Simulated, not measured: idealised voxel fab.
process module | voxel capacitor over wiring
cross-section cut | 240 nm wide | cells 5 nm
A cross-section is a grid of square cells, given in bands from the top down. A band is one or more rows of cells.
Each band's line starts with the height of the band's top and of its bottom, in nm. Then come its materials from left to right, each with its width in nm. One material with "throughout" fills the band from edge to edge. "air" is empty space.
Height 0 is the level under which the wafer as received is all one material. The lowest band goes on downwards, as in "0 down".
A width such as "30 to 40" changes by the same amount from each row of cells to the next, from the band's top row to its bottom row.
"no change" after a step means that no cell of the cross-section changed.
closed voids: empty space of 8 cells or more with no open way to the top, each as width x height at its distance from the left edge, in nm
after a step's settings: what the simulator itself notes on the step
overlay nm, on a step with a mask: how far to the right of its planned place the mask lay; to the left if negative
plan
1 op RECEIVE | material Si
2 op CONFORMAL_DEP | material SiO2 | thk nm 15
3 op DIRECTIONAL_DEP | material TiN | thk nm 5
4 op DIRECTIONAL_DEP | material Ru | thk nm 25
5 op DIRECTIONAL_DEP | material aC | thk nm 15
6 op PATTERN | tone cover | mask id METAL_1 | material resist | width nm 20 | pitch nm 75 | thk nm 35 | overlay nm -15
7 op DIRECTIONAL_ETCH | etch materials aC | depth nm 15
8 op STRIP | etch materials resist
9 op DIRECTIONAL_ETCH | etch materials Ru | depth nm 25
10 op DIRECTIONAL_ETCH | etch materials TiN | depth nm 5
11 op STRIP | etch materials aC
12 op CONFORMAL_DEP | material SiCN | thk nm 5
13 op FILL_DEP | material lowk | thk nm 5
14 op CMP | height nm 45
15 op CONFORMAL_DEP | material SiCN | thk nm 5
16 op DIRECTIONAL_DEP | material SiO2 | thk nm 15
17 op PATTERN | tone open | mask id PLUG_1 | material resist | width nm 15 | thk nm 20 | overlay nm 0
18 op DIRECTIONAL_ETCH | etch materials SiO2 | depth nm 15
19 op DIRECTIONAL_ETCH | etch materials SiCN | depth nm 5
20 op STRIP | etch materials resist
21 op CONFORMAL_DEP | material TiN | thk nm 5
22 op FILL_DEP | material Ru | thk nm 5
23 op CMP | height nm 65
24 op DIRECTIONAL_DEP | material TiN | thk nm 10
25 op DIRECTIONAL_DEP | material HfO2 | thk nm 5
26 op DIRECTIONAL_DEP | material TiN | thk nm 5
27 op MASKED_ETCH | tone cover | mask id UPPER_PLATE | width nm 60 | etch materials TiN | depth nm 5 | overlay nm 0
28 op MASKED_ETCH | tone cover | mask id UPPER_PLATE | width nm 60 | etch materials HfO2 | depth nm 5 | overlay nm 0
29 op PATTERN | tone cover | mask id LOWER_PLATE | material resist | width nm 70 | thk nm 15 | overlay nm 0
30 op DIRECTIONAL_ETCH | etch materials TiN | depth nm 10
31 op STRIP | etch materials resist
32 op FILL_DEP | material SiO2 | thk nm 20
33 op CMP | height nm 100
34 op DIRECTIONAL_DEP | material aC | thk nm 10
35 op PATTERN | tone open | mask id PLUG_2 | material resist | width nm 15 | thk nm 30 | overlay nm 0
36 op DIRECTIONAL_ETCH | etch materials aC | depth nm 10
37 op STRIP | etch materials resist
38 op DIRECTIONAL_ETCH | etch materials SiO2 | depth nm 15
39 op STRIP | etch materials aC
40 op CONFORMAL_DEP | material TiN | thk nm 5
41 op FILL_DEP | material W | thk nm 5
42 op CMP | height nm 100
43 op CONFORMAL_DEP | material SiCN | thk nm 5
varied across the wafers: overlay nm of step 6. The plan shows the first wafer's value. All wafers start alike
first wafer as received, after step 1
  0 down: Si throughout
  closed voids: none
first wafer at the end, after step 43
  105 to 100: SiCN throughout
  100 to 90: SiO2 85 | TiN 5 | W 5 | TiN 5 | SiO2 140
  90 to 80: SiO2 85 to 75 | TiN 15 to 60 | SiO2 140 to 105
  80 to 75: SiO2 75 | HfO2 60 | SiO2 105
  75 to 65: SiO2 70 | TiN 70 | SiO2 100
  65 to 50: SiO2 75 | TiN 5 | Ru 5 | TiN 5 | SiO2 150
  50 to 45: SiCN 75 | TiN 15 | SiCN 150
  45 to 20: lowk 50 | SiCN 5 | Ru 20 | SiCN 5 | lowk 45 | SiCN 5 | Ru 20 | SiCN 5 | lowk 85
  20 to 15: SiCN 55 | TiN 20 | SiCN 55 | TiN 20 | SiCN 90
  15 to 0: SiO2 throughout
  0 down: Si throughout
  closed voids: none
last wafer at the end
  105 to 100: SiCN throughout
  100 to 90: SiO2 85 | TiN 5 | W 5 | TiN 5 | SiO2 140
  90 to 80: SiO2 85 to 75 | TiN 15 to 60 | SiO2 140 to 105
  80 to 75: SiO2 75 | HfO2 60 | SiO2 105
  75 to 65: SiO2 70 | TiN 70 | SiO2 100
  65 to 50: SiO2 75 | TiN 5 | Ru 5 | TiN 5 | SiO2 150
  50 to 45: SiCN 75 | TiN 15 | SiCN 150
  45 to 20: lowk 80 | SiCN 5 | Ru 20 | SiCN 5 | lowk 45 | SiCN 5 | Ru 20 | SiCN 5 | lowk 55
  20 to 15: SiCN 85 | TiN 20 | SiCN 55 | TiN 20 | SiCN 60
  15 to 0: SiO2 throughout
  0 down: Si throughout
  closed voids: none
each wafer at the end: cells of each material gained (+) or lost (-) since it was received, then its closed voids
overlay nm -15 | +12 HfO2 | +43 Ru | +153 SiCN | +554 SiO2 | +64 TiN | +2 W | +180 lowk | closed voids: none
overlay nm -10 | +12 HfO2 | +43 Ru | +153 SiCN | +554 SiO2 | +64 TiN | +2 W | +180 lowk | closed voids: none
overlay nm -5 | +12 HfO2 | +43 Ru | +153 SiCN | +554 SiO2 | +64 TiN | +2 W | +180 lowk | closed voids: none
overlay nm 0 | +12 HfO2 | +43 Ru | +153 SiCN | +554 SiO2 | +64 TiN | +2 W | +180 lowk | closed voids: none
overlay nm 5 | +12 HfO2 | +43 Ru | +153 SiCN | +554 SiO2 | +64 TiN | +2 W | +180 lowk | closed voids: none
overlay nm 10 | +12 HfO2 | +43 Ru | +153 SiCN | +554 SiO2 | +64 TiN | +2 W | +180 lowk | closed voids: none
overlay nm 15 | +12 HfO2 | +43 Ru | +153 SiCN | +554 SiO2 | +64 TiN | +2 W | +180 lowk | closed voids: none
